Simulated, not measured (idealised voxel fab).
The process module that follows is named voxel transistor to metal.
This is section cut - it's 200 nm across, gridded in 5 nm square cells.
Each cross-section below is a grid of square cells, stated as bands in top-down order, with one or more rows of cells making up each band.
For a band, the entry starts with two heights in nm, that of the top and then that of the bottom, and carries on with the band's materials in order from left to right, each alongside its width in nm; the word "full width" beside a single material means it fills the band edge to edge, and "air" means empty space.
We count height from 0. Below that, the starting wafer is all one material. The lowest band never ends at the bottom but goes on down; see "0..down" for how that is written.
The expression "30->40" gives the width at the extremes of the band, the first number at its top row of cells and the second at its bottom row, with the width changing by equal amounts from each row to the next in between.
What does "all unchanged" mean for a step? It means no cell of the cross-section changed in that step.
For the entry "Cavities, sealed", the listed items are empty spaces with no open way to the top whose size is 8 cells or more; each item follows the pattern width x height at distance, where distance is from the left edge and all three are in nm.
Past the settings on a step's line: simulator remark, on that step.
overlay nm: step with mask; distance mask lay right of planned place; negative value = left of planned place.

Steps in the process plan:
- 1: RECEIVE [material Si]
- 2: CONFORMAL_DEP [material SiO2] [thk nm 5]
- 3: CONFORMAL_DEP [material SiN] [thk nm 15]
- 4: DIRECTIONAL_DEP [material aC] [thk nm 10]
- 5: PATTERN [tone cover] [mask id ACTIVE] [material resist] [width nm 110] [thk nm 30] [overlay nm 0]
- 6: DIRECTIONAL_ETCH [etch materials aC] [depth nm 10]
- 7: STRIP [etch materials resist]
- 8: DIRECTIONAL_ETCH [etch materials SiN] [depth nm 15]
- 9: DIRECTIONAL_ETCH [etch materials SiO2] [depth nm 5]
- 10: DIRECTIONAL_ETCH [etch materials Si] [depth nm 30]
- 11: STRIP [etch materials aC]
- 12: OXIDIZE [depth nm 5]
- 13: FILL_DEP [material SiO2] [thk nm 15]
- 14: CMP [height nm 20]
- 15: SELECTIVE_ETCH [etch materials SiO2] [depth nm 10]
- 16: STRIP [etch materials SiN]
- 17: SELECTIVE_ETCH [etch materials SiO2] [depth nm 5]
- 18: OXIDIZE [depth nm 5]
- 19: DIRECTIONAL_DEP [material polySi] [thk nm 25]
- 20: DIRECTIONAL_DEP [material SiCN] [thk nm 10]
- 21: MASKED_ETCH [tone cover] [mask id GATE] [width nm 20] [etch materials SiCN] [depth nm 20] [overlay nm 0]
- 22: MASKED_ETCH [tone cover] [mask id GATE] [width nm 20] [etch materials polySi] [depth nm 35] [overlay nm 0]
- 23: CONFORMAL_DEP [material SiO2] [thk nm 5]
- 24: DIRECTIONAL_ETCH [etch materials SiO2] [depth nm 5]
- 25: CONFORMAL_DEP [material SiN] [thk nm 5]
- 26: DIRECTIONAL_ETCH [etch materials SiN] [depth nm 5]
- 27: DIRECTIONAL_ETCH [etch materials SiO2] [depth nm 5]
- 28: DIRECTIONAL_ETCH [etch materials Si] [depth nm 15]
- 29: EPI [material nSi] [thk nm 15]
- 30: FILL_DEP [material SiO2] [thk nm 10]
- 31: CMP [height nm 35]
- 32: DIRECTIONAL_DEP [material SiO2] [thk nm 10]
- 33: DIRECTIONAL_DEP [material aC] [thk nm 15]
- 34: PATTERN [tone open] [mask id CONTACT] [material resist] [width nm 15] [pitch nm 75] [thk nm 35] [overlay nm 0]
- 35: DIRECTIONAL_ETCH [etch materials aC] [depth nm 15]
- 36: STRIP [etch materials resist]
- 37: DIRECTIONAL_ETCH [etch materials SiO2] [depth nm 50]
- 38: STRIP [etch materials aC]
- 39: CONFORMAL_DEP [material TiN] [thk nm 5]
- 40: FILL_DEP [material Ru] [thk nm 10]
- 41: CMP [height nm 45]
- 42: DIRECTIONAL_DEP [material TiN] [thk nm 5]
- 43: DIRECTIONAL_DEP [material Ru] [thk nm 15]
- 44: DIRECTIONAL_DEP [material aC] [thk nm 10]
- 45: PATTERN [tone cover] [mask id METAL_1] [material resist] [width nm 15] [pitch nm 75] [thk nm 30] [overlay nm 0]
- 46: DIRECTIONAL_ETCH [etch materials aC] [depth nm 10]
- 47: STRIP [etch materials resist]
- 48: DIRECTIONAL_ETCH [etch materials Ru] [depth nm 15]
- 49: DIRECTIONAL_ETCH [etch materials TiN] [depth nm 5]
- 50: STRIP [etch materials aC]
- 51: FILL_DEP [material SiO2] [thk nm 10]
- 52: CMP [height nm 65]
- 53: CONFORMAL_DEP [material SiCN] [thk nm 5]
- 54: DIRECTIONAL_DEP [material SiO2] [thk nm 30]
- 55: DIRECTIONAL_DEP [material aC] [thk nm 15]
- 56: PATTERN [tone open] [mask id METAL_2] [material resist] [width nm 15] [pitch nm 75] [thk nm 30] [overlay nm 0]
- 57: DIRECTIONAL_ETCH [etch materials aC] [depth nm 15]
- 58: STRIP [etch materials resist]
- 59: DIRECTIONAL_ETCH [etch materials SiO2] [depth nm 20]
- 60: STRIP [etch materials aC]
- 61: PATTERN [tone open] [mask id METAL_2_HOLES] [material resist] [width nm 15] [pitch nm 75] [thk nm 20] [overlay nm 0]
- 62: DIRECTIONAL_ETCH [etch materials SiO2] [depth nm 10]
- 63: DIRECTIONAL_ETCH [etch materials SiCN] [depth nm 5]
- 64: STRIP [etch materials resist]
- 65: CONFORMAL_DEP [material TiN] [thk nm 5]
- 66: FILL_DEP [material Cu] [thk nm 5]
- 67: CMP [height nm 100]
- 68: CONFORMAL_DEP [material SiN] [thk nm 5]

Wafer cross-section on receipt, i.e. after step 1:
> 0..down = Si full width
> Cavities, sealed: none

As-planned run: cross-section of the first of two wafers at end of module:
> 105..100 = SiN full width
> 100..70 = SiO2: 55; TiN: 5; Cu: 5; TiN: 5; SiO2: 60; TiN: 5; Cu: 5; TiN: 5; SiO2: 55
> 70..65 = SiCN: 55; TiN: 15; SiCN: 60; TiN: 15; SiCN: 55
> 65..50 = SiO2: 55; Ru: 15; SiO2: 60; Ru: 15; SiO2: 55
> 50..45 = SiO2: 55; TiN: 15; SiO2: 60; TiN: 15; SiO2: 55
> 45..35 = SiO2: 55; TiN: 5; Ru: 5; TiN: 5; SiO2: 60; TiN: 5; Ru: 5; TiN: 5; SiO2: 55
> 35..25 = SiO2: 55; TiN: 5; Ru: 5; TiN: 5; SiO2: 10; SiN: 5; SiO2: 5; SiCN: 20; SiO2: 5; SiN: 5; SiO2: 10; TiN: 5; Ru: 5; TiN: 5; SiO2: 55
> 25..15 = SiO2: 55; TiN: 5; Ru: 5; TiN: 5; SiO2: 10; SiN: 5; SiO2: 5; polySi: 20; SiO2: 5; SiN: 5; SiO2: 10; TiN: 5; Ru: 5; TiN: 5; SiO2: 55
> 15..10 = SiO2: 55; TiN: 15; SiO2: 10; SiN: 5; SiO2: 5; polySi: 20; SiO2: 5; SiN: 5; SiO2: 10; TiN: 15; SiO2: 55
> 10..5 = SiO2: 55; TiN: 10; nSi: 15; SiN: 5; SiO2: 5; polySi: 20; SiO2: 5; SiN: 5; nSi: 15; TiN: 10; SiO2: 55
> 5..0 = SiO2: 45; SiN: 5; SiO2: 5; TiN: 10; nSi: 15; SiN: 5; SiO2: 5; polySi: 20; SiO2: 5; SiN: 5; nSi: 15; TiN: 10; SiO2: 5; SiN: 5; SiO2: 45
> 0..-5 = SiO2: 55; TiN: 10; nSi: 15; SiO2: 40; nSi: 15; TiN: 10; SiO2: 55
> -5..-20 = SiO2: 50; nSi: 30; Si: 40; nSi: 30; SiO2: 50
> -20..-35 = SiO2: 50; Si: 100; SiO2: 50
> -35..down = Si full width
> Cavities, sealed: none

What the second wafer looks like in cross-section once the module is done. Its start and its plan matched the first wafer's exactly; what differed was one mistake in how it was run:
> 105..100 = SiN full width
> 100..70 = SiO2: 55; TiN: 5; Cu: 5; TiN: 5; SiO2: 60; TiN: 5; Cu: 5; TiN: 5; SiO2: 55
> 70..65 = SiCN: 55; TiN: 15; SiCN: 60; TiN: 15; SiCN: 55
> 65..50 = SiO2: 55; Ru: 15; SiO2: 60; Ru: 15; SiO2: 55
> 50..45 = SiO2: 55; TiN: 15; SiO2: 60; TiN: 15; SiO2: 55
> 45..35 = SiO2: 55; TiN: 5; Ru: 5; TiN: 5; SiO2: 60; TiN: 5; Ru: 5; TiN: 5; SiO2: 55
> 35..25 = SiO2: 55; TiN: 5; Ru: 5; TiN: 5; SiO2: 10; SiN: 5; SiO2: 5; SiCN: 20; SiO2: 5; SiN: 5; SiO2: 10; TiN: 5; Ru: 5; TiN: 5; SiO2: 55
> 25..15 = SiO2: 55; TiN: 5; Ru: 5; TiN: 5; SiO2: 10; SiN: 5; SiO2: 5; polySi: 20; SiO2: 5; SiN: 5; SiO2: 10; TiN: 5; Ru: 5; TiN: 5; SiO2: 55
> 15..10 = SiO2: 55; TiN: 15; SiO2: 10; SiN: 5; SiO2: 5; polySi: 20; SiO2: 5; SiN: 5; SiO2: 10; TiN: 15; SiO2: 55
> 10..5 = SiO2: 55; TiN: 10; nSi: 15; SiN: 5; SiO2: 5; polySi: 20; SiO2: 5; SiN: 5; nSi: 15; TiN: 10; SiO2: 55
> 5..0 = SiO2: 45; SiN: 5; SiO2: 5; TiN: 10; nSi: 15; SiN: 5; SiO2: 5; polySi: 20; SiO2: 5; SiN: 5; nSi: 15; TiN: 10; SiO2: 5; SiN: 5; SiO2: 45
> 0..-5 = SiO2: 55; TiN: 10; nSi: 15; SiO2: 40; nSi: 15; TiN: 10; SiO2: 55
> -5..-20 = SiO2: 50; nSi: 30; Si: 40; nSi: 30; SiO2: 50
> -20..-65 = SiO2: 50; Si: 100; SiO2: 50
> -65..down = Si full width
> Cavities, sealed: none
What was done differently from what was planned? twice over, step 10 of the plan was run
Upon completion, the second wafer contains, in terms of cells, a greater or smaller amount of certain materials than the first wafer: 120 fewer of Si, 120 more of SiO2
